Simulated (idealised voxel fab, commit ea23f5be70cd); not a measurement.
process module | voxel self aligned contacts
235 nm wide, 5 nm square cells: that's cross-section cut.
Heads up, the way a cross-section reads in here is a grid of square cells, handed over as bands from the top down, with every band being one or more rows of cells.
Top, bottom (nm), then materials left to right with widths (nm); lone material tagged "edge to edge" fills the whole band edge to edge; "blank" = empty space.
For the purposes of this specification, 0 denotes the height below which the wafer in its as-received condition is composed wholly of one material, and the lowermost band, lacking a lower limit, extends downward without end, as expressed in "top 0, no bottom".
Graded width ("30 to 40"): value in top row of band = first number; value in bottom row = second number; row-to-row change constant.
The cross-section has no changed cell in any step marked "identical to before".
"Closed void table" contains a list of empty spaces, each no smaller than 8 cells and without an open way to the top, written in the form width x height at distance with the distance from the left edge and all three in nm.
Formally, on a step line, whatever follows the settings is a remark that the simulator itself makes on the step.
overlay nm: mask right of planned place by this much (step with mask). Neg. = left.

[Process steps foreseen in the plan]
1: RECEIVE with material Si
2: OXIDIZE with depth nm 5
3: DIRECTIONAL_DEP with material polySi, thk nm 15
4: DIRECTIONAL_DEP with material SiN, thk nm 15
5: PATTERN with tone cover, mask id GATE, material resist, width nm 25, pitch nm 60, thk nm 15, overlay nm 0
6: DIRECTIONAL_ETCH with etch materials SiN, depth nm 15
7: DIRECTIONAL_ETCH with etch materials polySi, depth nm 25
8: STRIP with etch materials resist
9: CONFORMAL_DEP with material SiN, thk nm 5
10: DIRECTIONAL_ETCH with etch materials SiN, depth nm 5
11: FILL_DEP with material SiO2, thk nm 15
12: CMP with height nm 45
13: PATTERN with tone open, mask id CONTACT, material resist, width nm 45, pitch nm 60, thk nm 15, overlay nm 0
14: DIRECTIONAL_ETCH with etch materials SiO2, depth nm 50
15: STRIP with etch materials resist
16: CONFORMAL_DEP with material TiN, thk nm 5
17: FILL_DEP with material W, thk nm 5
18: CMP with height nm 45
19: CONFORMAL_DEP with material SiN, thk nm 5
All wafers enter the flow in the same state. The thk nm at step 3 differs from wafer to wafer, and the plan gives the value for the first wafer.

[Cross-section of the first incoming wafer of several, state after step 1]
> top 0, no bottom | Si edge to edge
> Closed void table: none

[each wafer at the end: cells of each material gained (+) or lost (-) since it was received, then its closed voids]
thk nm 15, -47 Si, +128 SiN, +220 SiO2, +54 TiN, +70 W, +45 polySi, Closed void table: none
thk nm 20, -47 Si, +134 SiN, +207 SiO2, +54 TiN, +62 W, +60 polySi, Closed void table: none
thk nm 25, -47 Si, +140 SiN, +194 SiO2, +54 TiN, +54 W, +75 polySi, Closed void table: none
thk nm 30, -47 Si, +140 SiN, +175 SiO2, +38 TiN, +42 W, +122 polySi, Closed void table: none
thk nm 35, -47 Si, +119 SiN, +159 SiO2, +34 TiN, +36 W, +169 polySi, Closed void table: none
thk nm 40, -47 Si, +98 SiN, +143 SiO2, +30 TiN, +30 W, +216 polySi, Closed void table: none
